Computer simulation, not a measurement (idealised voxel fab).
The following process module bears the name voxel fin reveal.
Cross-section cut: width 235 nm, square cells of 5 nm.
Bands, listed from the top down, are how a cross-section gets written in this document; the cross-section itself is a grid of square cells, and a band is one or more rows of them.
Heights first: top, then bottom, in nm. Then materials, left to right, each with a width in nm. "all across" on a single material: fills the band edge to edge. "empty": empty space.
Where do heights start? At 0: under that level the wafer as delivered is made of one material only. And the lowest band has no floor; it just carries on downward, as in "0..down".
Per-row width for "30 to 40": begins at first number (top row of band), ends at second number (bottom row), increment between rows held constant.
"nothing was modified" after a step means that no cell of the cross-section changed.
Under "Sealed internal voids" you'll find the enclosed gaps, the ones with no way out to the top, that are 8 cells or bigger; each reads width x height at distance, with distance counted from the left edge, everything in nm.
Formally, on a step line, whatever follows the settings is a remark that the simulator itself makes on the step.
For masked steps, "overlay nm" on the step line gives how far right of plan the mask actually lay; a minus sign means it lay to the left.
The following list gives the planned process steps
| 1 | RECEIVE, material Si |
| 2 | CONFORMAL_DEP, material SiN, thk nm 5 |
| 3 | PATTERN, tone cover, mask id FINS, material resist, width nm 15, pitch nm 40, thk nm 20, overlay nm 0 |
| 4 | DIRECTIONAL_ETCH, etch materials SiN, depth nm 5 |
| 5 | DIRECTIONAL_ETCH, etch materials Si, depth nm 40 |
| 6 | STRIP, etch materials resist |
| 7 | FILL_DEP, material SiO2, thk nm 10 |
| 8 | CMP, height nm 5 |
| 9 | SELECTIVE_ETCH, etch materials SiO2, depth nm 30 |
| 10 | STRIP, etch materials SiN |
| 11 | CONFORMAL_DEP, material SiO2, thk nm 5 |
Shown in cross-section is the wafer as received, that is, as it stands after step 1
	0..down: Si all across
	Sealed internal voids: none
End state of the module in cross-section, given the above starting point and plan and one mistake in execution
	10..5: empty: 45 | SiO2: 25 | empty: 15 | SiO2: 25 | empty: 15 | SiO2: 25 | empty: 15 | SiO2: 25 | empty: 45
	5..0: empty: 45 | SiO2: 5 | SiN: 15 | SiO2: 5 | empty: 15 | SiO2: 5 | SiN: 15 | SiO2: 5 | empty: 15 | SiO2: 5 | SiN: 15 | SiO2: 5 | empty: 15 | SiO2: 5 | SiN: 15 | SiO2: 5 | empty: 45
	0..-35: empty: 45 | SiO2: 5 | Si: 15 | SiO2: 5 | empty: 15 | SiO2: 5 | Si: 15 | SiO2: 5 | empty: 15 | SiO2: 5 | Si: 15 | SiO2: 5 | empty: 15 | SiO2: 5 | Si: 15 | SiO2: 5 | empty: 45
	-35..-40: SiO2: 50 | Si: 15 | SiO2: 25 | Si: 15 | SiO2: 25 | Si: 15 | SiO2: 25 | Si: 15 | SiO2: 50
	-40..down: Si all across
	Sealed internal voids: none
Deviation from plan: rather than as planned, step 10 actually ran as STRIP, etch materials SiO2
